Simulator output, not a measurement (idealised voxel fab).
Name of the process module below: voxel trench capacitor
FYI the section here is cut, 245 nm wide, cells are 5 nm squares.
A cross-section is a grid of square cells, given in bands from the top down. A band is one or more rows of cells. Within each band entry, the heights of the top and of the bottom of the band appear first, in that order and in nm; the materials of the band then follow from left to right, each with its corresponding width in nm. The designation "throughout" on a single material indicates that it fills the band from edge to edge; the designation "blank" indicates empty space. A quick word on heights: they are counted from 0, and under that level the wafer as it came to us is one material throughout. The lowest band is different from the rest in having no bottom; it simply continues downward, written as in "0 -> down". When a width is written as two numbers, as in "30->40", the first number is the width in the top row of cells of the band and the second is the width in its bottom row, and the width changes by the same amount from each row to the next. "nothing different" after a step means that no cell of the cross-section changed. "Tabulated closed voids" enumerates empty spaces isolated from the top, with no open way to it, that contain at least 8 cells, giving each as width x height at distance from the left edge, all three in nm. That trailing text on a step's line, after the settings, is the simulator's own remark on the step. A step line may carry the setting "overlay nm", which, for steps involving a mask, states the distance by which the mask lay to the right of its intended position; negative values denote displacement to the left.
## Process steps (planned)
1) RECEIVE,material Si
2) CONFORMAL_DEP,material SiN,thk nm 10
3) DIRECTIONAL_DEP,material aC,thk nm 10
4) PATTERN,tone open,mask id TRENCH,material resist,width nm 25,pitch nm 45,thk nm 25,overlay nm 0
5) DIRECTIONAL_ETCH,etch materials aC,depth nm 10
6) STRIP,etch materials resist
7) DIRECTIONAL_ETCH,etch materials SiN,depth nm 10
8) DIRECTIONAL_ETCH,etch materials Si,depth nm 35
9) STRIP,etch materials aC
10) CONFORMAL_DEP,material Al2O3,thk nm 5
11) CONFORMAL_DEP,material TiN,thk nm 5
12) FILL_DEP,material W,thk nm 10
13) CMP,height nm 10
## First of two wafers: run as planned
## Wafer as received: cross-section following step 1
  0 -> down: Si throughout
  Tabulated closed voids: none
## Wafer section view after processing step 2
  10 -> 0: SiN throughout
  Under the height 0 nothing was changed.
## Wafer section view after processing step 3
  20 -> 10: aC throughout
  Under the height 10 nothing was changed.
## Wafer section view after processing step 4
  45 -> 20: resist 85, then blank 25, then resist 20, then blank 25, then resist 90
  Under the height 20 nothing was changed.
## Wafer section view after processing step 5
  35 -> 20: resist 85, then blank 25, then resist 20, then blank 25, then resist 90
  20 -> 10: aC 85, then blank 25, then aC 20, then blank 25, then aC 90
  Under the height 10 nothing was changed.
## Wafer section view after processing step 6
  20 -> 10: aC 85, then blank 25, then aC 20, then blank 25, then aC 90
  Under the height 10 nothing was changed.
## Wafer section view after processing step 7
  20 -> 10: aC 85, then blank 25, then aC 20, then blank 25, then aC 90
  10 -> 0: SiN 85, then blank 25, then SiN 20, then blank 25, then SiN 90
  Under the height 0 nothing was changed.
## Wafer section view after processing step 8
  20 -> 10: aC 85, then blank 25, then aC 20, then blank 25, then aC 90
  10 -> 0: SiN 85, then blank 25, then SiN 20, then blank 25, then SiN 90
  0 -> -35: Si 85, then blank 25, then Si 20, then blank 25, then Si 90
  Under the height -35 nothing was changed.
## Wafer section view after processing step 9
  10 -> 0: SiN 85, then blank 25, then SiN 20, then blank 25, then SiN 90
  Under the height 0 nothing was changed.
## Wafer section view after processing step 10
  15 -> 10: Al2O3 90, then blank 15, then Al2O3 30, then blank 15, then Al2O3 95
  10 -> 0: SiN 85, then Al2O3 5, then blank 15, then Al2O3 5, then SiN 20, then Al2O3 5, then blank 15, then Al2O3 5, then SiN 90
  0 -> -30: Si 85, then Al2O3 5, then blank 15, then Al2O3 5, then Si 20, then Al2O3 5, then blank 15, then Al2O3 5, then Si 90
  -30 -> -35: Si 85, then Al2O3 25, then Si 20, then Al2O3 25, then Si 90
  Under the height -35 nothing was changed.
## Wafer section view after processing step 11
  20 -> 15: TiN 95, then blank 5, then TiN 40, then blank 5, then TiN 100
  15 -> 10: Al2O3 90, then TiN 5, then blank 5, then TiN 5, then Al2O3 30, then TiN 5, then blank 5, then TiN 5, then Al2O3 95
  10 -> 0: SiN 85, then Al2O3 5, then TiN 5, then blank 5, then TiN 5, then Al2O3 5, then SiN 20, then Al2O3 5, then TiN 5, then blank 5, then TiN 5, then Al2O3 5, then SiN 90
  0 -> -25: Si 85, then Al2O3 5, then TiN 5, then blank 5, then TiN 5, then Al2O3 5, then Si 20, then Al2O3 5, then TiN 5, then blank 5, then TiN 5, then Al2O3 5, then Si 90
  -25 -> -30: Si 85, then Al2O3 5, then TiN 15, then Al2O3 5, then Si 20, then Al2O3 5, then TiN 15, then Al2O3 5, then Si 90
  Under the height -30 nothing was changed.
## Wafer section view after processing step 12
  30 -> 20: W throughout
  20 -> 15: TiN 95, then W 5, then TiN 40, then W 5, then TiN 100
  15 -> 10: Al2O3 90, then TiN 5, then W 5, then TiN 5, then Al2O3 30, then TiN 5, then W 5, then TiN 5, then Al2O3 95
  10 -> 0: SiN 85, then Al2O3 5, then TiN 5, then W 5, then TiN 5, then Al2O3 5, then SiN 20, then Al2O3 5, then TiN 5, then W 5, then TiN 5, then Al2O3 5, then SiN 90
  0 -> -25: Si 85, then Al2O3 5, then TiN 5, then W 5, then TiN 5, then Al2O3 5, then Si 20, then Al2O3 5, then TiN 5, then W 5, then TiN 5, then Al2O3 5, then Si 90
  Under the height -25 nothing was changed.
## Wafer section view after processing step 13
  10 -> 0: SiN 85, then Al2O3 5, then TiN 5, then W 5, then TiN 5, then Al2O3 5, then SiN 20, then Al2O3 5, then TiN 5, then W 5, then TiN 5, then Al2O3 5, then SiN 90
  Under the height 0 nothing was changed.
## Wafer two of two - same starting point, same process plan, one mistake in execution; matches wafer one up to and including step 9
## Cross-section of the second wafer at the time step 10 of the plan should have ended
  15 -> 10: TiN 90, then blank 15, then TiN 30, then blank 15, then TiN 95
  10 -> 0: SiN 85, then TiN 5, then blank 15, then TiN 5, then SiN 20, then TiN 5, then blank 15, then TiN 5, then SiN 90
  0 -> -30: Si 85, then TiN 5, then blank 15, then TiN 5, then Si 20, then TiN 5, then blank 15, then TiN 5, then Si 90
  -30 -> -35: Si 85, then TiN 25, then Si 20, then TiN 25, then Si 90
  Under the height -35 nothing was changed.
## Cross-section of the second wafer at the time step 11 of the plan should have ended
  20 -> 15: Al2O3 95, then blank 5, then Al2O3 40, then blank 5, then Al2O3 100
  15 -> 10: TiN 90, then Al2O3 5, then blank 5, then Al2O3 5, then TiN 30, then Al2O3 5, then blank 5, then Al2O3 5, then TiN 95
  10 -> 0: SiN 85, then TiN 5, then Al2O3 5, then blank 5, then Al2O3 5, then TiN 5, then SiN 20, then TiN 5, then Al2O3 5, then blank 5, then Al2O3 5, then TiN 5, then SiN 90
  0 -> -25: Si 85, then TiN 5, then Al2O3 5, then blank 5, then Al2O3 5, then TiN 5, then Si 20, then TiN 5, then Al2O3 5, then blank 5, then Al2O3 5, then TiN 5, then Si 90
  -25 -> -30: Si 85, then TiN 5, then Al2O3 15, then TiN 5, then Si 20, then TiN 5, then Al2O3 15, then TiN 5, then Si 90
  Under the height -30 nothing was changed.
## Cross-section of the second wafer at the time step 12 of the plan should have ended
  30 -> 20: W throughout
  20 -> 15: Al2O3 95, then W 5, then Al2O3 40, then W 5, then Al2O3 100
  15 -> 10: TiN 90, then Al2O3 5, then W 5, then Al2O3 5, then TiN 30, then Al2O3 5, then W 5, then Al2O3 5, then TiN 95
  10 -> 0: SiN 85, then TiN 5, then Al2O3 5, then W 5, then Al2O3 5, then TiN 5, then SiN 20, then TiN 5, then Al2O3 5, then W 5, then Al2O3 5, then TiN 5, then SiN 90
  0 -> -25: Si 85, then TiN 5, then Al2O3 5, then W 5, then Al2O3 5, then TiN 5, then Si 20, then TiN 5, then Al2O3 5, then W 5, then Al2O3 5, then TiN 5, then Si 90
  Under the height -25 nothing was changed.
## Cross-section of the second wafer at the time step 13 of the plan should have ended
  10 -> 0: SiN 85, then TiN 5, then Al2O3 5, then W 5, then Al2O3 5, then TiN 5, then SiN 20, then TiN 5, then Al2O3 5, then W 5, then Al2O3 5, then TiN 5, then SiN 90
  Under the height 0 nothing was changed.
The plan and the run diverged here: step 10 ran in the slot meant for step 11, and vice versa
End of process, cell counts, second wafer against first, materials with more or fewer: -8 Al2O3 | +8 TiN
